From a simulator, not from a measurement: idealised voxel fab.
You're looking at the process module voxel fin reveal.
The figure presents cross-section cut, which has a width of 275 nm and is divided into square cells with an edge length of 5 nm.
Just so we're on the same page, the cross-sections are grids of square cells, and they're listed out in bands top to bottom, each band one or more rows deep. Heads up on the band format: heights come first, top then bottom, in nm. After that it's the materials left to right, each with its width in nm. A single material flagged "full width" fills the whole band edge to edge, and "empty" means there's empty space there. The level at which height equals 0 is the one under which the wafer, as it arrives, is entirely one material. No lower edge exists for the bottom band, which continues downward and is notated as in "0..down". A two-number width, for instance "30 to 40", indicates that the width is equal to the first number in the top row of the band and to the second number in the bottom row, and that it changes by a constant amount per row of cells. Take "no alterations made" at face value: in the step it is given for, the cross-section changed in none of its cells. Basically, "Trapped cavities" tells you about the enclosed voids: empty spaces with no open way to the top, 8 cells or bigger, each written width x height at distance, where distance is from the left edge, all in nm. Step line, after settings: the simulator's comment on this step. overlay nm: mask offset rightward from planned place, masked step; negative means leftward offset.
### Process steps (planned)
1 RECEIVE,material Si
2 CONFORMAL_DEP,material SiN,thk nm 10
3 MASKED_ETCH,tone cover,mask id FINS,width nm 15,pitch nm 45,etch materials SiN,depth nm 10,overlay nm 0
4 MASKED_ETCH,tone cover,mask id FINS,width nm 15,pitch nm 45,etch materials Si,depth nm 35,overlay nm 0
5 OXIDIZE,depth nm 5
6 FILL_DEP,material SiO2,thk nm 15
7 CMP,height nm 10
8 SELECTIVE_ETCH,etch materials SiO2,depth nm 20
9 STRIP,etch materials SiN
### So this is the incoming wafer in cross-section - it's already been through step 1
  0..down = Si full width
  Trapped cavities: none
### The following cross-section depicts the wafer upon conclusion of the module. Processing commenced from the starting condition illustrated above and adhered to the plan illustrated above, save for one mistake in execution
  -5..-10 = empty 65 / Si 5 / empty 40 / Si 5 / empty 40 / Si 5 / empty 40 / Si 5 / empty 70
  -10..-40 = SiO2 65 / Si 5 / SiO2 40 / Si 5 / SiO2 40 / Si 5 / SiO2 40 / Si 5 / SiO2 70
  -40..down = Si full width
  Trapped cavities: none
Error vs. plan: heads up, step 2 of the plan was skipped and never actually ran
